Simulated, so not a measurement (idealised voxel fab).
You're looking at the process module voxel plated lines.
This is section cut - it's 235 nm across, gridded in 5 nm square cells.
Cross-section, as written here: a square-cell grid given band by band from the top down, where a band holds one or more rows of cells. A band entry consists of two parts. The first gives the height of the band's top and the height of its bottom, in nm. The rest lists the band's materials from left to right, each with its width in nm. A single material labelled with the word "everywhere" fills the band from edge to edge, and the word "empty" marks empty space. Height is counted from the level 0, under which the received wafer is composed throughout of one material. The lowest of the bands is not closed at the bottom but continues downward, in the notation "0 -> down". Width: "30 to 40" (first number = top row, second number = bottom row, same change from row to row of cells). No cell of the cross-section changed in a step that is given as "same as before". Cavities, closed: empty space of 8 cells or more with no open way to the top, each as width x height at its distance from the left edge, in nm. That trailing text on a step's line, after the settings, is the simulator's own remark on the step. overlay nm: right-of-plan distance of the mask on a masked step; negative values mean left-of-plan.

Planned step list for the process
- 1: op RECEIVE | material Si
- 2: op CONFORMAL_DEP | material SiO2 | thk nm 15
- 3: op DIRECTIONAL_DEP | material TiN | thk nm 5
- 4: op PATTERN | tone open | mask id LINES | material resist | width nm 25 | pitch nm 45 | thk nm 20 | overlay nm 0
- 5: op EPI | material Ru | thk nm 10
- 6: op STRIP | etch materials resist
- 7: op DIRECTIONAL_ETCH | etch materials TiN | depth nm 5
- 8: op CONFORMAL_DEP | material SiO2 | thk nm 5

Here's what the wafer looked like in cross-section when it arrived - that's after step 1
- 0 -> down: Si everywhere
- Cavities, closed: none

Here's the wafer cut in cross-section after the module, started and planned just like above, except one thing was done wrong in the run
- 30 -> 25: 55 nm empty; 35 nm SiO2; 10 nm empty; 35 nm SiO2; 10 nm empty; 35 nm SiO2; 55 nm empty
- 25 -> 15: 55 nm empty; 5 nm SiO2; 25 nm Ru; 5 nm SiO2; 10 nm empty; 5 nm SiO2; 25 nm Ru; 5 nm SiO2; 10 nm empty; 5 nm SiO2; 25 nm Ru; 5 nm SiO2; 55 nm empty
- 15 -> 10: 60 nm SiO2; 25 nm TiN; 20 nm SiO2; 25 nm TiN; 20 nm SiO2; 25 nm TiN; 60 nm SiO2
- 10 -> 0: SiO2 everywhere
- 0 -> down: Si everywhere
- Cavities, closed: none
what went wrong: step 2 changed vs plan, executed as op CONFORMAL_DEP | material SiO2 | thk nm 10
